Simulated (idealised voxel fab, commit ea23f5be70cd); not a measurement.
The following process module bears the name voxel ribs on slabs.
Each square cell in cross-section cut measures 5 nm, and the section as a whole is 230 nm wide.
Cross-section layout: square cells on a grid; listed as bands, top to bottom; a band spans one or more cell rows. Within each band entry, the heights of the top and of the bottom of the band appear first, in that order and in nm; the materials of the band then follow from left to right, each with its corresponding width in nm. The designation "throughout" on a single material indicates that it fills the band from edge to edge; the designation "empty" indicates empty space. Where do heights start? At 0: under that level the wafer as delivered is made of one material only. And the lowest band has no floor; it just carries on downward, as in "z 0 and below". You'd read "30 to 40" like this: the band's top row of cells is as wide as the first number, its bottom row is as wide as the second, and going down, every row changes width by the same amount as the row before did. Any step labelled "changes: none" changed none of the cells in the cross-section. "Closed void inventory": sealed empty spaces, 8 cells or more, no open way to top, listed width x height at distance, with distance from the left edge and width, height and distance in nm. Post-settings text on a step line: simulator's own remark regarding the step. When a step includes a mask, the "overlay nm" setting on its line states how far to the right of its planned place that mask lay, and negative values state how far to the left.
Plan:
step 1: RECEIVE [material Si]
step 2: DIRECTIONAL_DEP [material SiO2] [thk nm 30]
step 3: DIRECTIONAL_DEP [material SiN] [thk nm 25]
step 4: DIRECTIONAL_DEP [material aC] [thk nm 10]
step 5: PATTERN [tone cover] [mask id RIB] [material resist] [width nm 25] [thk nm 25] [overlay nm 0]
step 6: DIRECTIONAL_ETCH [etch materials aC] [depth nm 10]
step 7: STRIP [etch materials resist]
step 8: DIRECTIONAL_ETCH [etch materials SiN] [depth nm 10]
step 9: STRIP [etch materials aC]
step 10: DIRECTIONAL_DEP [material aC] [thk nm 15]
step 11: PATTERN [tone cover] [mask id SLAB] [material resist] [width nm 85] [thk nm 30] [overlay nm 0]
step 12: DIRECTIONAL_ETCH [etch materials aC] [depth nm 15]
step 13: STRIP [etch materials resist]
step 14: DIRECTIONAL_ETCH [etch materials SiN] [depth nm 15]
step 15: STRIP [etch materials aC]
step 16: FILL_DEP [material SiO2] [thk nm 15]
step 17: CMP [height nm 65]
step 18: DIRECTIONAL_DEP [material TiN] [thk nm 5]
step 19: PATTERN [tone cover] [mask id HEATER] [material resist] [width nm 35] [thk nm 20] [overlay nm 0]
step 20: DIRECTIONAL_ETCH [etch materials TiN] [depth nm 5]
step 21: STRIP [etch materials resist]
step 22: CONFORMAL_DEP [material SiN] [thk nm 10]
Cross-section of the wafer at receipt, which is the condition after step 1:
	z 0 and below  Si throughout
	Closed void inventory: none
The following cross-section depicts the wafer upon conclusion of the module. Processing commenced from the starting condition illustrated above and adhered to the plan illustrated above, save for one mistake in execution:
	z 80 to 75  85 nm empty | 55 nm SiN | 90 nm empty
	z 75 to 70  SiN throughout
	z 70 to 65  95 nm SiN | 35 nm TiN | 100 nm SiN
	z 65 to 55  SiO2 throughout
	z 55 to 40  100 nm SiO2 | 25 nm SiN | 105 nm SiO2
	z 40 to 30  70 nm SiO2 | 85 nm SiN | 75 nm SiO2
	z 30 to 0  SiO2 throughout
	z 0 and below  Si throughout
	Closed void inventory: none
Error vs. plan: step 8 off recipe, ran as DIRECTIONAL_ETCH [etch materials SiN] [depth nm 15]
